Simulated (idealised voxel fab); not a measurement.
Process module in this document: voxel transistor to metal
Square cell edge 5 nm, section width 180 nm, ID cut.
In this document a cross-section is written as a grid of square cells. It is given as a series of bands, listed from the top down, and a band is one or more rows of cells. It is stipulated that each band's entry specify, in nanometres, the height of the top of the band and then that of its bottom, followed by the materials of the band in left-to-right sequence, each together with its width in nanometres. A single material marked by the word "full width" is understood to fill the band from edge to edge; the word "air" is understood to denote empty space. Heights are reckoned from 0. Under this level, the received wafer is all of one material. The bottommost band is open-ended downward, for example "0 -> down". It should be noted that a width expressed as "30->40" varies in equal increments from row to row of cells within the band, taking the value of the first number at the top row and that of the second number at the bottom row. Reading "stayed the same" for a step: not a cell of the cross-section changed in it. Enclosed voids (no open way to top), threshold 8 cells or more, entry "Tabulated closed voids", notation width x height at distance, distance from left edge, nm. Heads up: the bit after the settings on a step's line is the simulator's remark on that step. overlay nm: how far to the right of its planned place the mask lay on this masked step (negative: to the left).
# The steps planned for the process are as follows
- 1: RECEIVE, material Si
- 2: OXIDIZE, depth nm 5
- 3: CONFORMAL_DEP, material SiN, thk nm 15
- 4: DIRECTIONAL_DEP, material aC, thk nm 10
- 5: PATTERN, tone cover, mask id ACTIVE, material resist, width nm 110, thk nm 30, overlay nm 0
- 6: DIRECTIONAL_ETCH, etch materials aC, depth nm 5
- 7: STRIP, etch materials resist
- 8: DIRECTIONAL_ETCH, etch materials SiN, depth nm 15
- 9: DIRECTIONAL_ETCH, etch materials SiO2, depth nm 5
- 10: DIRECTIONAL_ETCH, etch materials Si, depth nm 30
- 11: STRIP, etch materials aC
- 12: FILL_DEP, material SiO2, thk nm 5
- 13: CMP, height nm 15
- 14: SELECTIVE_ETCH, etch materials SiO2, depth nm 10
- 15: STRIP, etch materials SiN
- 16: SELECTIVE_ETCH, etch materials SiO2, depth nm 5
- 17: OXIDIZE, depth nm 5
- 18: DIRECTIONAL_DEP, material polySi, thk nm 20
- 19: DIRECTIONAL_DEP, material SiCN, thk nm 15
- 20: PATTERN, tone cover, mask id GATE, material resist, width nm 30, thk nm 15, overlay nm 0
- 21: DIRECTIONAL_ETCH, etch materials SiCN, depth nm 25
- 22: DIRECTIONAL_ETCH, etch materials polySi, depth nm 30
- 23: STRIP, etch materials resist
- 24: CONFORMAL_DEP, material SiO2, thk nm 5
- 25: DIRECTIONAL_ETCH, etch materials SiO2, depth nm 5
- 26: CONFORMAL_DEP, material SiN, thk nm 5
- 27: DIRECTIONAL_ETCH, etch materials SiN, depth nm 5
- 28: DIRECTIONAL_ETCH, etch materials SiO2, depth nm 5
- 29: EPI, material nSi, thk nm 5
- 30: FILL_DEP, material SiO2, thk nm 10
- 31: CMP, height nm 15
- 32: STRIP, etch materials polySi
- 33: SELECTIVE_ETCH, etch materials SiO2, depth nm 5
- 34: CONFORMAL_DEP, material HfO2, thk nm 5
- 35: CONFORMAL_DEP, material TiN, thk nm 5
- 36: FILL_DEP, material W, thk nm 10
- 37: CMP, height nm 10
- 38: DIRECTIONAL_DEP, material SiO2, thk nm 10
- 39: PATTERN, tone open, mask id CONTACT, material resist, width nm 20, pitch nm 80, thk nm 15, overlay nm 0
- 40: DIRECTIONAL_ETCH, etch materials SiO2, depth nm 25
- 41: STRIP, etch materials resist
- 42: CONFORMAL_DEP, material TiN, thk nm 5
- 43: FILL_DEP, material W, thk nm 10
- 44: CMP, height nm 20
- 45: DIRECTIONAL_DEP, material TiN, thk nm 5
- 46: DIRECTIONAL_DEP, material W, thk nm 20
- 47: DIRECTIONAL_DEP, material aC, thk nm 10
- 48: PATTERN, tone cover, mask id METAL_1, material resist, width nm 20, pitch nm 80, thk nm 25, overlay nm 0
- 49: DIRECTIONAL_ETCH, etch materials aC, depth nm 10
- 50: STRIP, etch materials resist
- 51: DIRECTIONAL_ETCH, etch materials W, depth nm 20
- 52: DIRECTIONAL_ETCH, etch materials TiN, depth nm 5
- 53: STRIP, etch materials aC
- 54: FILL_DEP, material SiO2, thk nm 10
- 55: CMP, height nm 45
- 56: CONFORMAL_DEP, material SiCN, thk nm 5
- 57: DIRECTIONAL_DEP, material lowk, thk nm 35
- 58: MASKED_ETCH, tone open, mask id METAL_2, width nm 20, pitch nm 80, etch materials lowk, depth nm 20, overlay nm 0
- 59: PATTERN, tone open, mask id METAL_2_HOLES, material resist, width nm 15, pitch nm 80, thk nm 20, overlay nm 0
- 60: DIRECTIONAL_ETCH, etch materials lowk, depth nm 15
- 61: DIRECTIONAL_ETCH, etch materials SiCN, depth nm 5
- 62: STRIP, etch materials resist
- 63: CONFORMAL_DEP, material TiN, thk nm 5
- 64: FILL_DEP, material Cu, thk nm 5
- 65: CMP, height nm 85
- 66: CONFORMAL_DEP, material SiCN, thk nm 5
Among the wafers covered here, the point of difference is the depth nm at step 6; their starting state is shared, and the plan presents the value of the first wafer.
# The as-received cross-section of the first of several wafers corresponds to the state after step 1
  0 -> down: Si full width
  Tabulated closed voids: none
# Wafer rows, end of module: cells per material gained (+) or lost (-) since receipt; closed voids last
depth nm 5 | +20 Cu | +14 HfO2 | -72 Si | +66 SiCN | +6 SiN | +252 SiO2 | +78 TiN | +56 W | +202 lowk | +26 nSi | Tabulated closed voids: none
depth nm 10 | +20 Cu | +14 HfO2 | -142 Si | +66 SiCN | +8 SiN | +336 SiO2 | +78 TiN | +56 W | +202 lowk | +10 nSi | Tabulated closed voids: none
depth nm 15 | +20 Cu | +14 HfO2 | -142 Si | +66 SiCN | +8 SiN | +336 SiO2 | +78 TiN | +56 W | +202 lowk | +10 nSi | Tabulated closed voids: none
depth nm 20 | +20 Cu | +14 HfO2 | -142 Si | +66 SiCN | +8 SiN | +336 SiO2 | +78 TiN | +56 W | +202 lowk | +10 nSi | Tabulated closed voids: none
depth nm 25 | +20 Cu | +14 HfO2 | -142 Si | +66 SiCN | +8 SiN | +336 SiO2 | +78 TiN | +56 W | +202 lowk | +10 nSi | Tabulated closed voids: none
